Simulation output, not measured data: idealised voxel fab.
This is a process module. Its name is voxel released beams.
Displayed cross-section: cut, width of 170 nm, square cells sized 5 nm.
Square cells in a grid make up a cross-section in this document, and the grid is given as bands, listed from the top down, each one or more rows of cells. Top height, bottom height, nm. Materials left to right, width each, nm. Single material + "throughout" = fills band edge to edge. "blank" = empty. For the purposes of this specification, 0 denotes the height below which the wafer in its as-received condition is composed wholly of one material, and the lowermost band, lacking a lower limit, extends downward without end, as expressed in "z 0 and below". It should be noted that a width expressed as "30..40" varies in equal increments from row to row of cells within the band, taking the value of the first number at the top row and that of the second number at the bottom row. "everything unchanged" for a step: no cell of the cross-section changed in that step. Heads up: "Voids, fully enclosed" only lists the empty pockets with no open path to the top that are 8 cells or more, and it writes them as width x height at distance, distance from the left edge, in nm. It should be noted that, on the line of a given step, the content following the step's settings is a remark produced by the simulator itself with respect to that step. overlay nm: right-of-plan distance of the mask on a masked step; negative values mean left-of-plan.
So here's the lineup of process steps we planned:
1. RECEIVE (material Si)
2. CONFORMAL_DEP (material Al2O3; thk nm 10)
3. DIRECTIONAL_DEP (material SiO2; thk nm 20)
4. PATTERN (tone open; mask id ANCHOR; material resist; width nm 30; thk nm 20; overlay nm 0)
5. DIRECTIONAL_ETCH (etch materials SiO2; depth nm 20)
6. STRIP (etch materials resist)
7. CONFORMAL_DEP (material W; thk nm 10)
8. PATTERN (tone cover; mask id BEAM; material resist; width nm 75; thk nm 15; overlay nm 0)
9. DIRECTIONAL_ETCH (etch materials W; depth nm 10)
10. STRIP (etch materials resist)
11. STRIP (etch materials SiO2)
The cross-section here shows the wafer as received, i.e. in its state after step 1:
- z 0 and below | Si throughout
- Voids, fully enclosed: none
Run as planned - first of the two wafers cross-sectioned at the end of the module:
- z 40 to 30 | blank=45, then W=15, then blank=10, then W=50, then blank=50
- z 30 to 20 | blank=50, then W=10, then blank=10, then W=10, then blank=90
- z 20 to 10 | blank=50, then W=30, then blank=90
- z 10 to 0 | Al2O3 throughout
- z 0 and below | Si throughout
- Voids, fully enclosed: none
Second of two wafers, module complete, sectioned: it shares the first wafer's start and plan but was run with one mistake:
- z 30 to 20 | blank=45, then W=15, then blank=10, then W=50, then blank=50
- z 20 to 10 | blank=50, then W=10, then blank=10, then W=10, then blank=90
- z 10 to 0 | blank=50, then W=30, then blank=90
- z 0 and below | Si throughout
- Voids, fully enclosed: none
It is concluded that the wafer was processed incorrectly with respect to the plan, in that step 2 of the plan did not run at all; it was left out
The second wafer ends with more or fewer cells of some materials than the first, per final count: Al2O3 -68
